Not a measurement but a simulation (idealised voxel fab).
Title: Process Module voxel double patterning
Square cells of 5 nm make up the cross-section cut, whose width is 240 nm.
Cross-section = grid of square cells, listed top down in bands; band = one or more rows. A band entry consists of two parts. The first gives the height of the band's top and the height of its bottom, in nm. The rest lists the band's materials from left to right, each with its width in nm. A single material labelled with the word "all across" fills the band from edge to edge, and the word "empty" marks empty space. We count height from 0. Below that, the starting wafer is all one material. The lowest band never ends at the bottom but goes on down; see "0 nm and below" for how that is written. Top row gets the first number, bottom row gets the second, and each row in between changes by the same step: that is how a band width like "30..40" works. Reading "no change" for a step: not a cell of the cross-section changed in it. Closed empty spaces (no open way to the top) of 8 cells or more are what "Voids, sealed" lists, each as width x height at distance from the left edge, nm for all three. That trailing text on a step's line, after the settings, is the simulator's own remark on the step. The line of a step may include "overlay nm". On a step with a mask, this value is how far to the right of its planned place the mask lay. A negative value means the mask lay to the left.
Process steps - plan
1. RECEIVE | material Si
2. CONFORMAL_DEP | material SiN | thk nm 5
3. DIRECTIONAL_DEP | material SiO2 | thk nm 10
4. DIRECTIONAL_DEP | material SiCN | thk nm 10
5. PATTERN | tone open | mask id FIRST | material resist | width nm 15 | pitch nm 50 | thk nm 15 | overlay nm 0
6. DIRECTIONAL_ETCH | etch materials SiCN | depth nm 10
7. STRIP | etch materials resist
8. MASKED_ETCH | tone open | mask id SECOND | width nm 15 | pitch nm 50 | etch materials SiCN | depth nm 10 | overlay nm 0
9. DIRECTIONAL_ETCH | etch materials SiO2 | depth nm 10
10. STRIP | etch materials SiCN
The first of two wafers, run as planned
As-received wafer cross-section (after step 1)
0 nm and below  Si all across
Voids, sealed: none
Cross-section of the wafer subsequent to step 2
5 nm to 0 nm  SiN all across
Whatever lies below 0 is exactly as it was before.
Cross-section of the wafer subsequent to step 3
15 nm to 5 nm  SiO2 all across
Whatever lies below 5 is exactly as it was before.
Cross-section of the wafer subsequent to step 4
25 nm to 15 nm  SiCN all across
Whatever lies below 15 is exactly as it was before.
Cross-section of the wafer subsequent to step 5
40 nm to 25 nm  60 nm resist / 15 nm empty / 35 nm resist / 15 nm empty / 35 nm resist / 15 nm empty / 65 nm resist
Whatever lies below 25 is exactly as it was before.
Cross-section of the wafer subsequent to step 6
40 nm to 25 nm  60 nm resist / 15 nm empty / 35 nm resist / 15 nm empty / 35 nm resist / 15 nm empty / 65 nm resist
25 nm to 15 nm  60 nm SiCN / 15 nm empty / 35 nm SiCN / 15 nm empty / 35 nm SiCN / 15 nm empty / 65 nm SiCN
Whatever lies below 15 is exactly as it was before.
Cross-section of the wafer subsequent to step 7
25 nm to 15 nm  60 nm SiCN / 15 nm empty / 35 nm SiCN / 15 nm empty / 35 nm SiCN / 15 nm empty / 65 nm SiCN
Whatever lies below 15 is exactly as it was before.
Cross-section of the wafer subsequent to step 8
25 nm to 15 nm  60 nm SiCN / 15 nm empty / 10 nm SiCN / 15 nm empty / 10 nm SiCN / 15 nm empty / 10 nm SiCN / 15 nm empty / 10 nm SiCN / 15 nm empty / 65 nm SiCN
Whatever lies below 15 is exactly as it was before.
Cross-section of the wafer subsequent to step 9
25 nm to 15 nm  60 nm SiCN / 15 nm empty / 10 nm SiCN / 15 nm empty / 10 nm SiCN / 15 nm empty / 10 nm SiCN / 15 nm empty / 10 nm SiCN / 15 nm empty / 65 nm SiCN
15 nm to 5 nm  60 nm SiO2 / 15 nm empty / 10 nm SiO2 / 15 nm empty / 10 nm SiO2 / 15 nm empty / 10 nm SiO2 / 15 nm empty / 10 nm SiO2 / 15 nm empty / 65 nm SiO2
Whatever lies below 5 is exactly as it was before.
Cross-section of the wafer subsequent to step 10
15 nm to 5 nm  60 nm SiO2 / 15 nm empty / 10 nm SiO2 / 15 nm empty / 10 nm SiO2 / 15 nm empty / 10 nm SiO2 / 15 nm empty / 10 nm SiO2 / 15 nm empty / 65 nm SiO2
Whatever lies below 5 is exactly as it was before.
For the second wafer, take the first wafer's start and plan, then add one mistake made in running it; everything through step 9, that step included, is shared with the first
Second wafer: cross-section at the scheduled end of step 10: no change
Which mistake was made when the wafer was run? step 10 of the plan did not run at all; it was left out
The second wafer ends with more or fewer cells of some materials than the first, per final count: SiCN: 66 more
